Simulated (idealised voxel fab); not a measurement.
Name of the process module below: voxel self aligned contacts
Each square cell in cross-section cut measures 5 nm, and the section as a whole is 200 nm wide.
Format of a cross-section: grid, square cells. Given as bands. Order: top down. Band: one or more rows of cells. A band entry consists of two parts. The first gives the height of the band's top and the height of its bottom, in nm. The rest lists the band's materials from left to right, each with its width in nm. A single material labelled with the word "edge to edge" fills the band from edge to edge, and the word "empty" marks empty space. Zero point of the height axis is 0; under it, received wafer = one material. Lowest band: continues down indefinitely, "from 0 down". When a width is written as two numbers, as in "30 to 40", the first number is the width in the top row of cells of the band and the second is the width in its bottom row, and the width changes by the same amount from each row to the next. What does "stayed the same" mean for a step? It means no cell of the cross-section changed in that step. In "Fully sealed cavities" the enclosed voids are listed, meaning empty spaces of 8 cells or larger without any opening to the top. The form is width x height at distance, distance from the left edge, units nm. Text after the settings on a step's line: the simulator's own remark on that step. overlay nm: mask right of planned place by this much (step with mask). Neg. = left. Structure of the following material. The material consists of pairs of cross-sections. Each pair comprises the cross-section before one process step and the cross-section after that step, the latter shown only down to the lowest band that changed. The step between the cross-sections is specified beneath each pair, including its settings. Pairs are not necessarily consecutive: they may derive from different runs of this module performed on the same starting wafer. Continuity with the pair above is to be assumed only where the entry headed "Ahead of processing" of the pair in question states it.
Ahead of processing
  from 0 down | Si edge to edge
  Fully sealed cavities: none
Post-Step Snapshot
  from 0 to -5 | SiO2 edge to edge
  Under the height -5 nothing was changed.
  Fully sealed cavities: none
Can you say which step sits between the two cross-sections above? OXIDIZE | depth nm 5
Ahead of processing: Reference is made to the cross-section shown after the step in the pair directly above, which represents the state prior to this step.
Post-Step Snapshot
  from 20 to 0 | polySi edge to edge
  Under the height 0 nothing was changed.
  Fully sealed cavities: none
Can you say which step sits between the two cross-sections above? DIRECTIONAL_DEP | material polySi | thk nm 20
Ahead of processing: Reference is made to the cross-section shown after the step in the pair directly above, which represents the state prior to this step.
Post-Step Snapshot
  from 45 to 20 | SiN edge to edge
  Under the height 20 nothing was changed.
  Fully sealed cavities: none
Can you say which step sits between the two cross-sections above? DIRECTIONAL_DEP | material SiN | thk nm 25
Ahead of processing: Reference is made to the cross-section shown after the step in the pair directly above, which represents the state prior to this step.
Post-Step Snapshot
  from 55 to 45 | aC edge to edge
  Under the height 45 nothing was changed.
  Fully sealed cavities: none
Can you say which step sits between the two cross-sections above? DIRECTIONAL_DEP | material aC | thk nm 10
Ahead of processing: Reference is made to the cross-section shown after the step in the pair directly above, which represents the state prior to this step.
Post-Step Snapshot
  from 85 to 55 | empty=20 / resist=30 / empty=35 / resist=30 / empty=35 / resist=30 / empty=20
  Under the height 55 nothing was changed.
  Fully sealed cavities: none
Can you say which step sits between the two cross-sections above? PATTERN | tone cover | mask id GATE | material resist | width nm 30 | pitch nm 65 | thk nm 30 | overlay nm 0
Ahead of processing: Reference is made to the cross-section shown after the step in the pair directly above, which represents the state prior to this step.
Post-Step Snapshot
  from 75 to 55 | empty=20 / resist=30 / empty=35 / resist=30 / empty=35 / resist=30 / empty=20
  from 55 to 45 | empty=20 / aC=30 / empty=35 / aC=30 / empty=35 / aC=30 / empty=20
  Under the height 45 nothing was changed.
  Fully sealed cavities: none
Can you say which step sits between the two cross-sections above? DIRECTIONAL_ETCH | etch materials aC | depth nm 10
Ahead of processing: Reference is made to the cross-section shown after the step in the pair directly above, which represents the state prior to this step.
Post-Step Snapshot
  from 55 to 45 | empty=20 / aC=30 / empty=35 / aC=30 / empty=35 / aC=30 / empty=20
  Under the height 45 nothing was changed.
  Fully sealed cavities: none
Can you say which step sits between the two cross-sections above? STRIP | etch materials resist
Ahead of processing: Reference is made to the cross-section shown after the step in the pair directly above, which represents the state prior to this step.
Post-Step Snapshot
  from 55 to 45 | empty=20 / aC=30 / empty=35 / aC=30 / empty=35 / aC=30 / empty=20
  from 45 to 20 | empty=20 / SiN=30 / empty=35 / SiN=30 / empty=35 / SiN=30 / empty=20
  Under the height 20 nothing was changed.
  Fully sealed cavities: none
Can you say which step sits between the two cross-sections above? DIRECTIONAL_ETCH | etch materials SiN | depth nm 25
Ahead of processing: Reference is made to the cross-section shown after the step in the pair directly above, which represents the state prior to this step.
Post-Step Snapshot
  from 55 to 45 | empty=20 / aC=30 / empty=35 / aC=30 / empty=35 / aC=30 / empty=20
  from 45 to 20 | empty=20 / SiN=30 / empty=35 / SiN=30 / empty=35 / SiN=30 / empty=20
  from 20 to 0 | empty=20 / polySi=30 / empty=35 / polySi=30 / empty=35 / polySi=30 / empty=20
  Under the height 0 nothing was changed.
  Fully sealed cavities: none
Can you say which step sits between the two cross-sections above? DIRECTIONAL_ETCH | etch materials polySi | depth nm 20
Ahead of processing: Reference is made to the cross-section shown after the step in the pair directly above, which represents the state prior to this step.
Post-Step Snapshot
  from 45 to 20 | empty=20 / SiN=30 / empty=35 / SiN=30 / empty=35 / SiN=30 / empty=20
  Under the height 20 nothing was changed.
  Fully sealed cavities: none
Can you say which step sits between the two cross-sections above? STRIP | etch materials aC
Ahead of processing: Reference is made to the cross-section shown after the step in the pair directly above, which represents the state prior to this step.
Post-Step Snapshot
  from 55 to 20 | empty=10 / SiN=50 / empty=15 / SiN=50 / empty=15 / SiN=50 / empty=10
  from 20 to 10 | empty=10 / SiN=10 / polySi=30 / SiN=10 / empty=15 / SiN=10 / polySi=30 / SiN=10 / empty=15 / SiN=10 / polySi=30 / SiN=10 / empty=10
  from 10 to 0 | SiN=20 / polySi=30 / SiN=35 / polySi=30 / SiN=35 / polySi=30 / SiN=20
  Under the height 0 nothing was changed.
  Fully sealed cavities: none
Can you say which step sits between the two cross-sections above? CONFORMAL_DEP | material SiN | thk nm 10
Ahead of processing: Reference is made to the cross-section shown after the step in the pair directly above, which represents the state prior to this step.
Post-Step Snapshot
  from 45 to 20 | empty=10 / SiN=50 / empty=15 / SiN=50 / empty=15 / SiN=50 / empty=10
  from 20 to 0 | empty=10 / SiN=10 / polySi=30 / SiN=10 / empty=15 / SiN=10 / polySi=30 / SiN=10 / empty=15 / SiN=10 / polySi=30 / SiN=10 / empty=10
  Under the height 0 nothing was changed.
  Fully sealed cavities: none
Can you say which step sits between the two cross-sections above? DIRECTIONAL_ETCH | etch materials SiN | depth nm 10
Ahead of processing: Reference is made to the cross-section shown after the step in the pair directly above, which represents the state prior to this step.
Post-Step Snapshot
  from 65 to 45 | SiO2 edge to edge
  from 45 to 20 | SiO2=10 / SiN=50 / SiO2=15 / SiN=50 / SiO2=15 / SiN=50 / SiO2=10
  from 20 to 0 | SiO2=10 / SiN=10 / polySi=30 / SiN=10 / SiO2=15 / SiN=10 / polySi=30 / SiN=10 / SiO2=15 / SiN=10 / polySi=30 / SiN=10 / SiO2=10
  Under the height 0 nothing was changed.
  Fully sealed cavities: none
Can you say which step sits between the two cross-sections above? FILL_DEP | material SiO2 | thk nm 20
Ahead of processing: Reference is made to the cross-section shown after the step in the pair directly above, which represents the state prior to this step.
Post-Step Snapshot
  from 55 to 45 | SiO2 edge to edge
  Under the height 45 nothing was changed.
  Fully sealed cavities: none
Can you say which step sits between the two cross-sections above? CMP | height nm 55
Ahead of processing: Reference is made to the cross-section shown after the step in the pair directly above, which represents the state prior to this step.
Post-Step Snapshot
  from 55 to 45 | SiO2=45 / empty=45 / SiO2=20 / empty=45 / SiO2=45
  from 45 to 20 | SiO2=10 / SiN=50 / empty=15 / SiN=50 / empty=15 / SiN=50 / SiO2=10
  from 20 to 0 | SiO2=10 / SiN=10 / polySi=30 / SiN=10 / empty=15 / SiN=10 / polySi=30 / SiN=10 / empty=15 / SiN=10 / polySi=30 / SiN=10 / SiO2=10
  from 0 to -5 | SiO2=60 / empty=15 / SiO2=50 / empty=15 / SiO2=60
  Under the height -5 nothing was changed.
  Fully sealed cavities: none
Can you say which step sits between the two cross-sections above? MASKED_ETCH | tone open | mask id CONTACT | width nm 45 | pitch nm 65 | etch materials SiO2 | depth nm 60 | overlay nm 0
Ahead of processing: Reference is made to the cross-section shown after the step in the pair directly above, which represents the state prior to this step.
Post-Step Snapshot
  from 60 to 55 | TiN=50 / empty=35 / TiN=30 / empty=35 / TiN=50
  from 55 to 45 | SiO2=45 / TiN=5 to 20 / empty=35 to 5 / TiN=5 to 20 / SiO2=20 / TiN=5 to 20 / empty=35 to 5 / TiN=5 to 20 / SiO2=45
  from 45 to 20 | SiO2=10 / SiN=50 / TiN=5 / empty=5 / TiN=5 / SiN=50 / TiN=5 / empty=5 / TiN=5 / SiN=50 / SiO2=10
  from 20 to 0 | SiO2=10 / SiN=10 / polySi=30 / SiN=10 / TiN=5 / empty=5 / TiN=5 / SiN=10 / polySi=30 / SiN=10 / TiN=5 / empty=5 / TiN=5 / SiN=10 / polySi=30 / SiN=10 / SiO2=10
  from 0 to -5 | SiO2=60 / TiN=15 / SiO2=50 / TiN=15 / SiO2=60
  Under the height -5 nothing was changed.
  Fully sealed cavities: none
Can you say which step sits between the two cross-sections above? CONFORMAL_DEP | material TiN | thk nm 5
Ahead of processing: Reference is made to the cross-section shown after the step in the pair directly above, which represents the state prior to this step.
Post-Step Snapshot
  from 70 to 60 | Ru edge to edge
  from 60 to 55 | TiN=50 / Ru=35 / TiN=30 / Ru=35 / TiN=50
  from 55 to 45 | SiO2=45 / TiN=5 to 20 / Ru=35 to 5 / TiN=5 to 20 / SiO2=20 / TiN=5 to 20 / Ru=35 to 5 / TiN=5 to 20 / SiO2=45
  from 45 to 20 | SiO2=10 / SiN=50 / TiN=5 / Ru=5 / TiN=5 / SiN=50 / TiN=5 / Ru=5 / TiN=5 / SiN=50 / SiO2=10
  from 20 to 0 | SiO2=10 / SiN=10 / polySi=30 / SiN=10 / TiN=5 / Ru=5 / TiN=5 / SiN=10 / polySi=30 / SiN=10 / TiN=5 / Ru=5 / TiN=5 / SiN=10 / polySi=30 / SiN=10 / SiO2=10
  Under the height 0 nothing was changed.
  Fully sealed cavities: none
Can you say which step sits between the two cross-sections above? FILL_DEP | material Ru | thk nm 10
Ahead of processing: Reference is made to the cross-section shown after the step in the pair directly above, which represents the state prior to this step.
Post-Step Snapshot
  from 55 to 45 | SiO2=45 / TiN=5 to 20 / Ru=35 to 5 / TiN=5 to 20 / SiO2=20 / TiN=5 to 20 / Ru=35 to 5 / TiN=5 to 20 / SiO2=45
  Under the height 45 nothing was changed.
  Fully sealed cavities: none
Can you say which step sits between the two cross-sections above? CMP | height nm 55
Ahead of processing: Reference is made to the cross-section shown after the step in the pair directly above, which represents the state prior to this step.
Post-Step Snapshot
  from 60 to 55 | SiN edge to edge
  Under the height 55 nothing was changed.
  Fully sealed cavities: none
Can you say which step sits between the two cross-sections above? CONFORMAL_DEP | material SiN | thk nm 5
Ahead of processing
  from 45 to 20 | empty=20 / SiN=30 / empty=35 / SiN=30 / empty=35 / SiN=30 / empty=20
  from 20 to 0 | empty=20 / polySi=30 / empty=35 / polySi=30 / empty=35 / polySi=30 / empty=20
  from 0 to -5 | SiO2 edge to edge
  from -5 down | Si edge to edge
  Fully sealed cavities: none
Post-Step Snapshot
  from 35 to 20 | empty=20 / SiN=30 / empty=35 / SiN=30 / empty=35 / SiN=30 / empty=20
  Under the height 20 nothing was changed.
  Fully sealed cavities: none
Can you say which step sits between the two cross-sections above? DIRECTIONAL_ETCH | etch materials SiN | depth nm 10
Ahead of processing: Reference is made to the cross-section shown after the step in the pair directly above, which represents the state prior to this step.
Post-Step Snapshot
  from 55 to 35 | SiO2 edge to edge
  from 35 to 20 | SiO2=20 / SiN=30 / SiO2=35 / SiN=30 / SiO2=35 / SiN=30 / SiO2=20
  from 20 to 0 | SiO2=20 / polySi=30 / SiO2=35 / polySi=30 / SiO2=35 / polySi=30 / SiO2=20
  Under the height 0 nothing was changed.
  Fully sealed cavities: none
Can you say which step sits between the two cross-sections above? FILL_DEP | material SiO2 | thk nm 20
Ahead of processing: Reference is made to the cross-section shown after the step in the pair directly above, which represents the state prior to this step.
Post-Step Snapshot
  from 55 to 35 | SiO2=45 / empty=45 / SiO2=20 / empty=45 / SiO2=45
  from 35 to 20 | SiO2=20 / SiN=30 / empty=35 / SiN=30 / empty=35 / SiN=30 / SiO2=20
  from 20 to 0 | SiO2=20 / polySi=30 / empty=35 / polySi=30 / empty=35 / polySi=30 / SiO2=20
  from 0 to -5 | SiO2=50 / empty=35 / SiO2=30 / empty=35 / SiO2=50
  Under the height -5 nothing was changed.
  Fully sealed cavities: none
Can you say which step sits between the two cross-sections above? MASKED_ETCH | tone open | mask id CONTACT | width nm 45 | pitch nm 65 | etch materials SiO2 | depth nm 60 | overlay nm 0
Ahead of processing: Reference is made to the cross-section shown after the step in the pair directly above, which represents the state prior to this step.
Post-Step Snapshot
  from 60 to 55 | TiN=50 / empty=35 / TiN=30 / empty=35 / TiN=50
  from 55 to 40 | SiO2=45 / TiN=5 / empty=35 / TiN=5 / SiO2=20 / TiN=5 / empty=35 / TiN=5 / SiO2=45
  from 40 to 35 | SiO2=45 / TiN=10 / empty=25 / TiN=10 / SiO2=20 / TiN=10 / empty=25 / TiN=10 / SiO2=45
  from 35 to 20 | SiO2=20 / SiN=30 / TiN=5 / empty=25 / TiN=5 / SiN=30 / TiN=5 / empty=25 / TiN=5 / SiN=30 / SiO2=20
  from 20 to 0 | SiO2=20 / polySi=30 / TiN=5 / empty=25 / TiN=5 / polySi=30 / TiN=5 / empty=25 / TiN=5 / polySi=30 / SiO2=20
  from 0 to -5 | SiO2=50 / TiN=35 / SiO2=30 / TiN=35 / SiO2=50
  Under the height -5 nothing was changed.
  Fully sealed cavities: none
Can you say which step sits between the two cross-sections above? CONFORMAL_DEP | material TiN | thk nm 5
Ahead of processing: Reference is made to the cross-section shown after the step in the pair directly above, which represents the state prior to this step.
Post-Step Snapshot
  from 70 to 60 | Ru edge to edge
  from 60 to 55 | TiN=50 / Ru=35 / TiN=30 / Ru=35 / TiN=50
  from 55 to 40 | SiO2=45 / TiN=5 / Ru=35 / TiN=5 / SiO2=20 / TiN=5 / Ru=35 / TiN=5 / SiO2=45
  from 40 to 35 | SiO2=45 / TiN=10 / Ru=25 / TiN=10 / SiO2=20 / TiN=10 / Ru=25 / TiN=10 / SiO2=45
  from 35 to 20 | SiO2=20 / SiN=30 / TiN=5 / Ru=25 / TiN=5 / SiN=30 / TiN=5 / Ru=25 / TiN=5 / SiN=30 / SiO2=20
  from 20 to 0 | SiO2=20 / polySi=30 / TiN=5 / Ru=25 / TiN=5 / polySi=30 / TiN=5 / Ru=25 / TiN=5 / polySi=30 / SiO2=20
  Under the height 0 nothing was changed.
  Fully sealed cavities: none
Can you say which step sits between the two cross-sections above? FILL_DEP | material Ru | thk nm 10
Ahead of processing: Reference is made to the cross-section shown after the step in the pair directly above, which represents the state prior to this step.
Post-Step Snapshot
  from 55 to 40 | SiO2=45 / TiN=5 / Ru=35 / TiN=5 / SiO2=20 / TiN=5 / Ru=35 / TiN=5 / SiO2=45
  Under the height 40 nothing was changed.
  Fully sealed cavities: none
Can you say which step sits between the two cross-sections above? CMP | height nm 55
Ahead of processing: Reference is made to the cross-section shown after the step in the pair directly above, which represents the state prior to this step.
Post-Step Snapshot
  from 60 to 55 | SiN edge to edge
  Under the height 55 nothing was changed.
  Fully sealed cavities: none
Can you say which step sits between the two cross-sections above? CONFORMAL_DEP | material SiN | thk nm 5
Ahead of processing
  from 20 to 0 | polySi edge to edge
  from 0 to -5 | SiO2 edge to edge
  from -5 down | Si edge to edge
  Fully sealed cavities: none
Post-Step Snapshot
  from 40 to 0 | polySi edge to edge
  Under the height 0 nothing was changed.
  Fully sealed cavities: none
Can you say which step sits between the two cross-sections above? DIRECTIONAL_DEP | material polySi | thk nm 20
Ahead of processing: Reference is made to the cross-section shown after the step in the pair directly above, which represents the state prior to this step.
Post-Step Snapshot
  from 65 to 40 | SiN edge to edge
  Under the height 40 nothing was changed.
  Fully sealed cavities: none
Can you say which step sits between the two cross-sections above? DIRECTIONAL_DEP | material SiN | thk nm 25
Ahead of processing: Reference is made to the cross-section shown after the step in the pair directly above, which represents the state prior to this step.
Post-Step Snapshot
  from 75 to 65 | aC edge to edge
  Under the height 65 nothing was changed.
  Fully sealed cavities: none
Can you say which step sits between the two cross-sections above? DIRECTIONAL_DEP | material aC | thk nm 10
Ahead of processing: Reference is made to the cross-section shown after the step in the pair directly above, which represents the state prior to this step.
Post-Step Snapshot
  from 105 to 75 | empty=20 / resist=30 / empty=35 / resist=30 / empty=35 / resist=30 / empty=20
  Under the height 75 nothing was changed.
  Fully sealed cavities: none
Can you say which step sits between the two cross-sections above? PATTERN | tone cover | mask id GATE | material resist | width nm 30 | pitch nm 65 | thk nm 30 | overlay nm 0
Ahead of processing: Reference is made to the cross-section shown after the step in the pair directly above, which represents the state prior to this step.
Post-Step Snapshot
  from 95 to 75 | empty=20 / resist=30 / empty=35 / resist=30 / empty=35 / resist=30 / empty=20
  from 75 to 65 | empty=20 / aC=30 / empty=35 / aC=30 / empty=35 / aC=30 / empty=20
  Under the height 65 nothing was changed.
  Fully sealed cavities: none
Can you say which step sits between the two cross-sections above? DIRECTIONAL_ETCH | etch materials aC | depth nm 10
Ahead of processing: Reference is made to the cross-section shown after the step in the pair directly above, which represents the state prior to this step.
Post-Step Snapshot
  from 75 to 65 | empty=20 / aC=30 / empty=35 / aC=30 / empty=35 / aC=30 / empty=20
  Under the height 65 nothing was changed.
  Fully sealed cavities: none
Can you say which step sits between the two cross-sections above? STRIP | etch materials resist
Ahead of processing: Reference is made to the cross-section shown after the step in the pair directly above, which represents the state prior to this step.
Post-Step Snapshot
  from 75 to 65 | empty=20 / aC=30 / empty=35 / aC=30 / empty=35 / aC=30 / empty=20
  from 65 to 40 | empty=20 / SiN=30 / empty=35 / SiN=30 / empty=35 / SiN=30 / empty=20
  Under the height 40 nothing was changed.
  Fully sealed cavities: none
Can you say which step sits between the two cross-sections above? DIRECTIONAL_ETCH | etch materials SiN | depth nm 25
Ahead of processing: Reference is made to the cross-section shown after the step in the pair directly above, which represents the state prior to this step.
Post-Step Snapshot
  from 75 to 65 | empty=20 / aC=30 / empty=35 / aC=30 / empty=35 / aC=30 / empty=20
  from 65 to 40 | empty=20 / SiN=30 / empty=35 / SiN=30 / empty=35 / SiN=30 / empty=20
  from 40 to 20 | empty=20 / polySi=30 / empty=35 / polySi=30 / empty=35 / polySi=30 / empty=20
  Under the height 20 nothing was changed.
  Fully sealed cavities: none
Can you say which step sits between the two cross-sections above? DIRECTIONAL_ETCH | etch materials polySi | depth nm 20
Ahead of processing: Reference is made to the cross-section shown after the step in the pair directly above, which represents the state prior to this step.
Post-Step Snapshot
  from 65 to 40 | empty=20 / SiN=30 / empty=35 / SiN=30 / empty=35 / SiN=30 / empty=20
  Under the height 40 nothing was changed.
  Fully sealed cavities: none
Can you say which step sits between the two cross-sections above? STRIP | etch materials aC
Ahead of processing: Reference is made to the cross-section shown after the step in the pair directly above, which represents the state prior to this step.
Post-Step Snapshot
  from 75 to 40 | empty=10 / SiN=50 / empty=15 / SiN=50 / empty=15 / SiN=50 / empty=10
  from 40 to 30 | empty=10 / SiN=10 / polySi=30 / SiN=10 / empty=15 / SiN=10 / polySi=30 / SiN=10 / empty=15 / SiN=10 / polySi=30 / SiN=10 / empty=10
  from 30 to 20 | SiN=20 / polySi=30 / SiN=35 / polySi=30 / SiN=35 / polySi=30 / SiN=20
  Under the height 20 nothing was changed.
  Fully sealed cavities: none
Can you say which step sits between the two cross-sections above? CONFORMAL_DEP | material SiN | thk nm 10
Ahead of processing: Reference is made to the cross-section shown after the step in the pair directly above, which represents the state prior to this step.
Post-Step Snapshot
  from 65 to 40 | empty=10 / SiN=50 / empty=15 / SiN=50 / empty=15 / SiN=50 / empty=10
  from 40 to 20 | empty=10 / SiN=10 / polySi=30 / SiN=10 / empty=15 / SiN=10 / polySi=30 / SiN=10 / empty=15 / SiN=10 / polySi=30 / SiN=10 / empty=10
  Under the height 20 nothing was changed.
  Fully sealed cavities: none
Can you say which step sits between the two cross-sections above? DIRECTIONAL_ETCH | etch materials SiN | depth nm 10
Ahead of processing: Reference is made to the cross-section shown after the step in the pair directly above, which represents the state prior to this step.
Post-Step Snapshot
  from 85 to 65 | SiO2 edge to edge
  from 65 to 40 | SiO2=10 / SiN=50 / SiO2=15 / SiN=50 / SiO2=15 / SiN=50 / SiO2=10
  from 40 to 20 | SiO2=10 / SiN=10 / polySi=30 / SiN=10 / SiO2=15 / SiN=10 / polySi=30 / SiN=10 / SiO2=15 / SiN=10 / polySi=30 / SiN=10 / SiO2=10
  Under the height 20 nothing was changed.
  Fully sealed cavities: none
Can you say which step sits between the two cross-sections above? FILL_DEP | material SiO2 | thk nm 20
Ahead of processing: Reference is made to the cross-section shown after the step in the pair directly above, which represents the state prior to this step.
Post-Step Snapshot
  from 55 to 40 | SiO2=10 / SiN=50 / SiO2=15 / SiN=50 / SiO2=15 / SiN=50 / SiO2=10
  Under the height 40 nothing was changed.
  Fully sealed cavities: none
Can you say which step sits between the two cross-sections above? CMP | height nm 55
Ahead of processing: Reference is made to the cross-section shown after the step in the pair directly above, which represents the state prior to this step.
Post-Step Snapshot
  from 55 to 40 | SiO2=10 / SiN=50 / empty=15 / SiN=50 / empty=15 / SiN=50 / SiO2=10
  from 40 to 20 | SiO2=10 / SiN=10 / polySi=30 / SiN=10 / empty=15 / SiN=10 / polySi=30 / SiN=10 / empty=15 / SiN=10 / polySi=30 / SiN=10 / SiO2=10
  Under the height 20 nothing was changed.
  Fully sealed cavities: none
Can you say which step sits between the two cross-sections above? MASKED_ETCH | tone open | mask id CONTACT | width nm 45 | pitch nm 65 | etch materials SiO2 | depth nm 60 | overlay nm 0
Ahead of processing: Reference is made to the cross-section shown after the step in the pair directly above, which represents the state prior to this step.
Post-Step Snapshot
  from 60 to 55 | TiN=65 / empty=5 / TiN=60 / empty=5 / TiN=65
  from 55 to 40 | SiO2=10 / SiN=50 / TiN=5 / empty=5 / TiN=5 / SiN=50 / TiN=5 / empty=5 / TiN=5 / SiN=50 / SiO2=10
  from 40 to 25 | SiO2=10 / SiN=10 / polySi=30 / SiN=10 / TiN=5 / empty=5 / TiN=5 / SiN=10 / polySi=30 / SiN=10 / TiN=5 / empty=5 / TiN=5 / SiN=10 / polySi=30 / SiN=10 / SiO2=10
  from 25 to 20 | SiO2=10 / SiN=10 / polySi=30 / SiN=10 / TiN=15 / SiN=10 / polySi=30 / SiN=10 / TiN=15 / SiN=10 / polySi=30 / SiN=10 / SiO2=10
  Under the height 20 nothing was changed.
  Fully sealed cavities: none
Can you say which step sits between the two cross-sections above? CONFORMAL_DEP | material TiN | thk nm 5
Ahead of processing: Reference is made to the cross-section shown after the step in the pair directly above, which represents the state prior to this step.
Post-Step Snapshot
  from 70 to 60 | Ru edge to edge
  from 60 to 55 | TiN=65 / Ru=5 / TiN=60 / Ru=5 / TiN=65
  from 55 to 40 | SiO2=10 / SiN=50 / TiN=5 / Ru=5 / TiN=5 / SiN=50 / TiN=5 / Ru=5 / TiN=5 / SiN=50 / SiO2=10
  from 40 to 25 | SiO2=10 / SiN=10 / polySi=30 / SiN=10 / TiN=5 / Ru=5 / TiN=5 / SiN=10 / polySi=30 / SiN=10 / TiN=5 / Ru=5 / TiN=5 / SiN=10 / polySi=30 / SiN=10 / SiO2=10
  Under the height 25 nothing was changed.
  Fully sealed cavities: none
Can you say which step sits between the two cross-sections above? FILL_DEP | material Ru | thk nm 10
Ahead of processing: Reference is made to the cross-section shown after the step in the pair directly above, which represents the state prior to this step.
Post-Step Snapshot
  from 55 to 40 | SiO2=10 / SiN=50 / TiN=5 / Ru=5 / TiN=5 / SiN=50 / TiN=5 / Ru=5 / TiN=5 / SiN=50 / SiO2=10
  Under the height 40 nothing was changed.
  Fully sealed cavities: none
Can you say which step sits between the two cross-sections above? CMP | height nm 55
Ahead of processing: Reference is made to the cross-section shown after the step in the pair directly above, which represents the state prior to this step.
Post-Step Snapshot
  from 60 to 55 | SiN edge to edge
  Under the height 55 nothing was changed.
  Fully sealed cavities: none
Can you say which step sits between the two cross-sections above? CONFORMAL_DEP | material SiN | thk nm 5
Ahead of processing
  from 0 to -5 | SiO2 edge to edge
  from -5 down | Si edge to edge
  Fully sealed cavities: none
Post-Step Snapshot
  from 25 to 0 | SiN edge to edge
  Under the height 0 nothing was changed.
  Fully sealed cavities: none
Can you say which step sits between the two cross-sections above? DIRECTIONAL_DEP | material SiN | thk nm 25
Ahead of processing: Reference is made to the cross-section shown after the step in the pair directly above, which represents the state prior to this step.
Post-Step Snapshot
  from 45 to 25 | polySi edge to edge
  Under the height 25 nothing was changed.
  Fully sealed cavities: none
Can you say which step sits between the two cross-sections above? DIRECTIONAL_DEP | material polySi | thk nm 20
Ahead of processing: Reference is made to the cross-section shown after the step in the pair directly above, which represents the state prior to this step.
Post-Step Snapshot
  from 55 to 45 | aC edge to edge
  Under the height 45 nothing was changed.
  Fully sealed cavities: none
Can you say which step sits between the two cross-sections above? DIRECTIONAL_DEP | material aC | thk nm 10
Ahead of processing: Reference is made to the cross-section shown after the step in the pair directly above, which represents the state prior to this step.
Post-Step Snapshot
  from 85 to 55 | empty=20 / resist=30 / empty=35 / resist=30 / empty=35 / resist=30 / empty=20
  Under the height 55 nothing was changed.
  Fully sealed cavities: none
Can you say which step sits between the two cross-sections above? PATTERN | tone cover | mask id GATE | material resist | width nm 30 | pitch nm 65 | thk nm 30 | overlay nm 0
Ahead of processing: Reference is made to the cross-section shown after the step in the pair directly above, which represents the state prior to this step.
Post-Step Snapshot
  from 75 to 55 | empty=20 / resist=30 / empty=35 / resist=30 / empty=35 / resist=30 / empty=20
  from 55 to 45 | empty=20 / aC=30 / empty=35 / aC=30 / empty=35 / aC=30 / empty=20
  Under the height 45 nothing was changed.
  Fully sealed cavities: none
Can you say which step sits between the two cross-sections above? DIRECTIONAL_ETCH | etch materials aC | depth nm 10
Ahead of processing: Reference is made to the cross-section shown after the step in the pair directly above, which represents the state prior to this step.
Post-Step Snapshot
  from 55 to 45 | empty=20 / aC=30 / empty=35 / aC=30 / empty=35 / aC=30 / empty=20
  Under the height 45 nothing was changed.
  Fully sealed cavities: none
Can you say which step sits between the two cross-sections above? STRIP | etch materials resist
Ahead of processing: Reference is made to the cross-section shown after the step in the pair directly above, which represents the state prior to this step.
Post-Step Snapshot
  from 55 to 45 | empty=20 / aC=30 / empty=35 / aC=30 / empty=35 / aC=30 / empty=20
  from 45 to 25 | empty=20 / polySi=30 / empty=35 / polySi=30 / empty=35 / polySi=30 / empty=20
  Under the height 25 nothing was changed.
  Fully sealed cavities: none
Can you say which step sits between the two cross-sections above? DIRECTIONAL_ETCH | etch materials polySi | depth nm 20
Ahead of processing: Reference is made to the cross-section shown after the step in the pair directly above, which represents the state prior to this step.
Post-Step Snapshot
  from 45 to 25 | empty=20 / polySi=30 / empty=35 / polySi=30 / empty=35 / polySi=30 / empty=20
  Under the height 25 nothing was changed.
  Fully sealed cavities: none
Can you say which step sits between the two cross-sections above? STRIP | etch materials aC
Ahead of processing: Reference is made to the cross-section shown after the step in the pair directly above, which represents the state prior to this step.
Post-Step Snapshot
  from 55 to 45 | empty=10 / SiN=50 / empty=15 / SiN=50 / empty=15 / SiN=50 / empty=10
  from 45 to 35 | empty=10 / SiN=10 / polySi=30 / SiN=10 / empty=15 / SiN=10 / polySi=30 / SiN=10 / empty=15 / SiN=10 / polySi=30 / SiN=10 / empty=10
  from 35 to 25 | SiN=20 / polySi=30 / SiN=35 / polySi=30 / SiN=35 / polySi=30 / SiN=20
  Under the height 25 nothing was changed.
  Fully sealed cavities: none
Can you say which step sits between the two cross-sections above? CONFORMAL_DEP | material SiN | thk nm 10
Ahead of processing: Reference is made to the cross-section shown after the step in the pair directly above, which represents the state prior to this step.
Post-Step Snapshot
  from 45 to 25 | empty=10 / SiN=10 / polySi=30 / SiN=10 / empty=15 / SiN=10 / polySi=30 / SiN=10 / empty=15 / SiN=10 / polySi=30 / SiN=10 / empty=10
  Under the height 25 nothing was changed.
  Fully sealed cavities: none
Can you say which step sits between the two cross-sections above? DIRECTIONAL_ETCH | etch materials SiN | depth nm 10
Ahead of processing: Reference is made to the cross-section shown after the step in the pair directly above, which represents the state prior to this step.
Post-Step Snapshot
  from 65 to 45 | SiO2 edge to edge
  from 45 to 25 | SiO2=10 / SiN=10 / polySi=30 / SiN=10 / SiO2=15 / SiN=10 / polySi=30 / SiN=10 / SiO2=15 / SiN=10 / polySi=30 / SiN=10 / SiO2=10
  Under the height 25 nothing was changed.
  Fully sealed cavities: none
Can you say which step sits between the two cross-sections above? FILL_DEP | material SiO2 | thk nm 20
Ahead of processing: Reference is made to the cross-section shown after the step in the pair directly above, which represents the state prior to this step.
Post-Step Snapshot
  from 55 to 45 | SiO2 edge to edge
  Under the height 45 nothing was changed.
  Fully sealed cavities: none
Can you say which step sits between the two cross-sections above? CMP | height nm 55
Ahead of processing: Reference is made to the cross-section shown after the step in the pair directly above, which represents the state prior to this step.
Post-Step Snapshot
  from 55 to 45 | SiO2=45 / empty=45 / SiO2=20 / empty=45 / SiO2=45
  from 45 to 25 | SiO2=10 / SiN=10 / polySi=30 / SiN=10 / empty=15 / SiN=10 / polySi=30 / SiN=10 / empty=15 / SiN=10 / polySi=30 / SiN=10 / SiO2=10
  Under the height 25 nothing was changed.
  Fully sealed cavities: none
Can you say which step sits between the two cross-sections above? MASKED_ETCH | tone open | mask id CONTACT | width nm 45 | pitch nm 65 | etch materials SiO2 | depth nm 60 | overlay nm 0
